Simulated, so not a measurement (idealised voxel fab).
Process module under the name voxel gate over fins
Displayed cross-section: cut, width of 170 nm, square cells sized 5 nm.
Notation: cross-section as square-cell grid; stated in bands, top first, going down; one or more cell rows per band.
Look at the band entry: it leads with the top's height and the bottom's height in nm. Then it lists the materials left to right, with a width in nm for each. The word "all across" on a single material says that material fills the band edge to edge. The word "empty" is empty space.
Beneath 0, the wafer as received is one material, and that level is where height counting begins. The lowest band goes on downward without a bottom; it is written like "0 down".
You'd read "30..40" like this: the band's top row of cells is as wide as the first number, its bottom row is as wide as the second, and going down, every row changes width by the same amount as the row before did.
"no modifications" (step): cross-section cells unchanged, all of them.
The label "Cavities, closed" introduces a list of the empty spaces, 8 cells or larger, that have no open way up to the top; each entry in it reads width x height at distance, where the distance is taken from the left edge and all three are stated in nm.
Note: text after step settings on the step line = simulator remark on that step.
On any step carrying a mask, the "overlay nm" setting, if present on the step's line, tells how far right of its planned place the mask lay; negative values point to the left.

### So here's the lineup of process steps we planned
| 1 | RECEIVE | material Si |
| 2 | CONFORMAL_DEP | material SiN | thk nm 5 |
| 3 | MASKED_ETCH | tone cover | mask id FINS | width nm 15 | pitch nm 60 | etch materials SiN | depth nm 5 | overlay nm 0 |
| 4 | MASKED_ETCH | tone cover | mask id FINS | width nm 15 | pitch nm 60 | etch materials Si | depth nm 40 | overlay nm 0 |
| 5 | FILL_DEP | material SiO2 | thk nm 10 |
| 6 | CMP | height nm 5 |
| 7 | DIRECTIONAL_DEP | material aC | thk nm 10 |
| 8 | PATTERN | tone open | mask id RAIL | material resist | width nm 15 | thk nm 25 | overlay nm 0 |
| 9 | DIRECTIONAL_ETCH | etch materials aC | depth nm 10 |
| 10 | STRIP | etch materials resist |
| 11 | DIRECTIONAL_ETCH | etch materials SiO2 | depth nm 40 |
| 12 | STRIP | etch materials aC |
| 13 | CONFORMAL_DEP | material TiN | thk nm 5 |
| 14 | FILL_DEP | material Ru | thk nm 5 |
| 15 | CMP | height nm 5 |
| 16 | SELECTIVE_ETCH | etch materials W Ru TiN | depth nm 20 |
| 17 | FILL_DEP | material SiO2 | thk nm 5 |
| 18 | CMP | height nm 5 |
| 19 | SELECTIVE_ETCH | etch materials SiO2 | depth nm 15 |
| 20 | STRIP | etch materials SiN |
| 21 | CONFORMAL_DEP | material HfO2 | thk nm 5 |
| 22 | CONFORMAL_DEP | material TiN | thk nm 5 |
| 23 | FILL_DEP | material W | thk nm 15 |
| 24 | CMP | height nm 20 |
| 25 | CONFORMAL_DEP | material SiCN | thk nm 10 |

### Below: the first of two wafers, run as planned

### Incoming wafer in cross-section (state: after step 1)
- 0 down = Si all across
- Cavities, closed: none

### Cross-section of the wafer after step 2
- 5 to 0 = SiN all across
- Under 0: no change, same as before.

### Cross-section of the wafer after step 3
- 5 to 0 = empty 45; SiN 15; empty 45; SiN 15; empty 50
- Under 0: no change, same as before.

### Cross-section of the wafer after step 4
- 5 to 0 = empty 45; SiN 15; empty 45; SiN 15; empty 50
- 0 to -40 = empty 45; Si 15; empty 45; Si 15; empty 50
- Under -40: no change, same as before.

### Cross-section of the wafer after step 5
- 15 to 5 = SiO2 all across
- 5 to 0 = SiO2 45; SiN 15; SiO2 45; SiN 15; SiO2 50
- 0 to -40 = SiO2 45; Si 15; SiO2 45; Si 15; SiO2 50
- Under -40: no change, same as before.

### Cross-section of the wafer after step 6
- 5 to 0 = SiO2 45; SiN 15; SiO2 45; SiN 15; SiO2 50
- Under 0: no change, same as before.

### Cross-section of the wafer after step 7
- 15 to 5 = aC all across
- Under 5: no change, same as before.

### Cross-section of the wafer after step 8
- 40 to 15 = resist 75; empty 15; resist 80
- Under 15: no change, same as before.

### Cross-section of the wafer after step 9
- 30 to 15 = resist 75; empty 15; resist 80
- 15 to 5 = aC 75; empty 15; aC 80
- Under 5: no change, same as before.

### Cross-section of the wafer after step 10
- 15 to 5 = aC 75; empty 15; aC 80
- Under 5: no change, same as before.

### Cross-section of the wafer after step 11
- 15 to 5 = aC 75; empty 15; aC 80
- 5 to 0 = SiO2 45; SiN 15; SiO2 15; empty 15; SiO2 15; SiN 15; SiO2 50
- 0 to -35 = SiO2 45; Si 15; SiO2 15; empty 15; SiO2 15; Si 15; SiO2 50
- Under -35: no change, same as before.

### Cross-section of the wafer after step 12
- 5 to 0 = SiO2 45; SiN 15; SiO2 15; empty 15; SiO2 15; SiN 15; SiO2 50
- Under 0: no change, same as before.

### Cross-section of the wafer after step 13
- 10 to 5 = TiN 80; empty 5; TiN 85
- 5 to 0 = SiO2 45; SiN 15; SiO2 15; TiN 5; empty 5; TiN 5; SiO2 15; SiN 15; SiO2 50
- 0 to -30 = SiO2 45; Si 15; SiO2 15; TiN 5; empty 5; TiN 5; SiO2 15; Si 15; SiO2 50
- -30 to -35 = SiO2 45; Si 15; SiO2 15; TiN 15; SiO2 15; Si 15; SiO2 50
- Under -35: no change, same as before.

### Cross-section of the wafer after step 14
- 15 to 10 = Ru all across
- 10 to 5 = TiN 80; Ru 5; TiN 85
- 5 to 0 = SiO2 45; SiN 15; SiO2 15; TiN 5; Ru 5; TiN 5; SiO2 15; SiN 15; SiO2 50
- 0 to -30 = SiO2 45; Si 15; SiO2 15; TiN 5; Ru 5; TiN 5; SiO2 15; Si 15; SiO2 50
- Under -30: no change, same as before.

### Cross-section of the wafer after step 15
- 5 to 0 = SiO2 45; SiN 15; SiO2 15; TiN 5; Ru 5; TiN 5; SiO2 15; SiN 15; SiO2 50
- Under 0: no change, same as before.

### Cross-section of the wafer after step 16
- 5 to 0 = SiO2 45; SiN 15; SiO2 15; empty 15; SiO2 15; SiN 15; SiO2 50
- 0 to -15 = SiO2 45; Si 15; SiO2 15; empty 15; SiO2 15; Si 15; SiO2 50
- Under -15: no change, same as before.

### Cross-section of the wafer after step 17
- 10 to 5 = SiO2 all across
- 5 to 0 = SiO2 45; SiN 15; SiO2 45; SiN 15; SiO2 50
- 0 to -15 = SiO2 45; Si 15; SiO2 45; Si 15; SiO2 50
- Under -15: no change, same as before.

### Cross-section of the wafer after step 18
- 5 to 0 = SiO2 45; SiN 15; SiO2 45; SiN 15; SiO2 50
- Under 0: no change, same as before.

### Cross-section of the wafer after step 19
- 5 to 0 = empty 45; SiN 15; empty 45; SiN 15; empty 50
- 0 to -10 = empty 45; Si 15; empty 45; Si 15; empty 50
- Under -10: no change, same as before.

### Cross-section of the wafer after step 20
- 0 to -10 = empty 45; Si 15; empty 45; Si 15; empty 50
- Under -10: no change, same as before.

### Cross-section of the wafer after step 21
- 5 to 0 = empty 40; HfO2 25; empty 35; HfO2 25; empty 45
- 0 to -5 = empty 40; HfO2 5; Si 15; HfO2 5; empty 35; HfO2 5; Si 15; HfO2 5; empty 45
- -5 to -10 = HfO2 45; Si 15; HfO2 45; Si 15; HfO2 50
- Under -10: no change, same as before.

### Cross-section of the wafer after step 22
- 10 to 5 = empty 35; TiN 35; empty 25; TiN 35; empty 40
- 5 to 0 = empty 35; TiN 5; HfO2 25; TiN 5; empty 25; TiN 5; HfO2 25; TiN 5; empty 40
- 0 to -5 = TiN 40; HfO2 5; Si 15; HfO2 5; TiN 35; HfO2 5; Si 15; HfO2 5; TiN 45
- Under -5: no change, same as before.

### Cross-section of the wafer after step 23
- 25 to 10 = W all across
- 10 to 5 = W 35; TiN 35; W 25; TiN 35; W 40
- 5 to 0 = W 35; TiN 5; HfO2 25; TiN 5; W 25; TiN 5; HfO2 25; TiN 5; W 40
- Under 0: no change, same as before.

### Cross-section of the wafer after step 24
- 20 to 10 = W all across
- Under 10: no change, same as before.

### Cross-section of the wafer after step 25
- 30 to 20 = SiCN all across
- Under 20: no change, same as before.

### Second of two: same start, same plan, one run error; steps up to and including 3 match the first

### At the planned end of step 4, the second wafer in cross-section
- 5 to 0 = empty 45; SiN 15; empty 45; SiN 15; empty 50
- 0 to -35 = empty 45; Si 15; empty 45; Si 15; empty 50
- Under -35: no change, same as before.

### At the planned end of step 5, the second wafer in cross-section
- 15 to 5 = SiO2 all across
- 5 to 0 = SiO2 45; SiN 15; SiO2 45; SiN 15; SiO2 50
- 0 to -35 = SiO2 45; Si 15; SiO2 45; Si 15; SiO2 50
- Under -35: no change, same as before.

### At the planned end of step 6, the second wafer in cross-section
- 5 to 0 = SiO2 45; SiN 15; SiO2 45; SiN 15; SiO2 50
- Under 0: no change, same as before.

### At the planned end of step 7, the second wafer in cross-section
- 15 to 5 = aC all across
- Under 5: no change, same as before.

### At the planned end of step 8, the second wafer in cross-section
- 40 to 15 = resist 75; empty 15; resist 80
- Under 15: no change, same as before.

### At the planned end of step 9, the second wafer in cross-section
- 30 to 15 = resist 75; empty 15; resist 80
- 15 to 5 = aC 75; empty 15; aC 80
- Under 5: no change, same as before.

### At the planned end of step 10, the second wafer in cross-section
- 15 to 5 = aC 75; empty 15; aC 80
- Under 5: no change, same as before.

### At the planned end of step 11, the second wafer in cross-section
- 15 to 5 = aC 75; empty 15; aC 80
- 5 to 0 = SiO2 45; SiN 15; SiO2 15; empty 15; SiO2 15; SiN 15; SiO2 50
- 0 to -35 = SiO2 45; Si 15; SiO2 15; empty 15; SiO2 15; Si 15; SiO2 50
- Under -35: no change, same as before.

### At the planned end of step 12, the second wafer in cross-section
- 5 to 0 = SiO2 45; SiN 15; SiO2 15; empty 15; SiO2 15; SiN 15; SiO2 50
- Under 0: no change, same as before.

### At the planned end of step 13, the second wafer in cross-section
- 10 to 5 = TiN 80; empty 5; TiN 85
- 5 to 0 = SiO2 45; SiN 15; SiO2 15; TiN 5; empty 5; TiN 5; SiO2 15; SiN 15; SiO2 50
- 0 to -30 = SiO2 45; Si 15; SiO2 15; TiN 5; empty 5; TiN 5; SiO2 15; Si 15; SiO2 50
- -30 to -35 = SiO2 45; Si 15; SiO2 15; TiN 15; SiO2 15; Si 15; SiO2 50
- Under -35: no change, same as before.

### At the planned end of step 14, the second wafer in cross-section
- 15 to 10 = Ru all across
- 10 to 5 = TiN 80; Ru 5; TiN 85
- 5 to 0 = SiO2 45; SiN 15; SiO2 15; TiN 5; Ru 5; TiN 5; SiO2 15; SiN 15; SiO2 50
- 0 to -30 = SiO2 45; Si 15; SiO2 15; TiN 5; Ru 5; TiN 5; SiO2 15; Si 15; SiO2 50
- Under -30: no change, same as before.

### At the planned end of step 15, the second wafer in cross-section
- 5 to 0 = SiO2 45; SiN 15; SiO2 15; TiN 5; Ru 5; TiN 5; SiO2 15; SiN 15; SiO2 50
- Under 0: no change, same as before.

### At the planned end of step 16, the second wafer in cross-section
- 5 to 0 = SiO2 45; SiN 15; SiO2 15; empty 15; SiO2 15; SiN 15; SiO2 50
- 0 to -15 = SiO2 45; Si 15; SiO2 15; empty 15; SiO2 15; Si 15; SiO2 50
- Under -15: no change, same as before.

### At the planned end of step 17, the second wafer in cross-section
- 10 to 5 = SiO2 all across
- 5 to 0 = SiO2 45; SiN 15; SiO2 45; SiN 15; SiO2 50
- 0 to -15 = SiO2 45; Si 15; SiO2 45; Si 15; SiO2 50
- Under -15: no change, same as before.

### At the planned end of step 18, the second wafer in cross-section
- 5 to 0 = SiO2 45; SiN 15; SiO2 45; SiN 15; SiO2 50
- Under 0: no change, same as before.

### At the planned end of step 19, the second wafer in cross-section
- 5 to 0 = empty 45; SiN 15; empty 45; SiN 15; empty 50
- 0 to -10 = empty 45; Si 15; empty 45; Si 15; empty 50
- Under -10: no change, same as before.

### At the planned end of step 20, the second wafer in cross-section
- 0 to -10 = empty 45; Si 15; empty 45; Si 15; empty 50
- Under -10: no change, same as before.

### At the planned end of step 21, the second wafer in cross-section
- 5 to 0 = empty 40; HfO2 25; empty 35; HfO2 25; empty 45
- 0 to -5 = empty 40; HfO2 5; Si 15; HfO2 5; empty 35; HfO2 5; Si 15; HfO2 5; empty 45
- -5 to -10 = HfO2 45; Si 15; HfO2 45; Si 15; HfO2 50
- Under -10: no change, same as before.

### At the planned end of step 22, the second wafer in cross-section
- 10 to 5 = empty 35; TiN 35; empty 25; TiN 35; empty 40
- 5 to 0 = empty 35; TiN 5; HfO2 25; TiN 5; empty 25; TiN 5; HfO2 25; TiN 5; empty 40
- 0 to -5 = TiN 40; HfO2 5; Si 15; HfO2 5; TiN 35; HfO2 5; Si 15; HfO2 5; TiN 45
- Under -5: no change, same as before.

### At the planned end of step 23, the second wafer in cross-section
- 25 to 10 = W all across
- 10 to 5 = W 35; TiN 35; W 25; TiN 35; W 40
- 5 to 0 = W 35; TiN 5; HfO2 25; TiN 5; W 25; TiN 5; HfO2 25; TiN 5; W 40
- Under 0: no change, same as before.

### At the planned end of step 24, the second wafer in cross-section
- 20 to 10 = W all across
- Under 10: no change, same as before.

### At the planned end of step 25, the second wafer in cross-section
- 30 to 20 = SiCN all across
- Under 20: no change, same as before.
Here's what went sideways: step 4: run off-plan, actual operation and settings MASKED_ETCH | tone cover | mask id FINS | width nm 15 | pitch nm 60 | etch materials Si | depth nm 35 | overlay nm 0
Once processing is complete, comparing cell counts shows that the second wafer has more or fewer of certain materials than the first: Si: 28 more; SiO2: 28 fewer
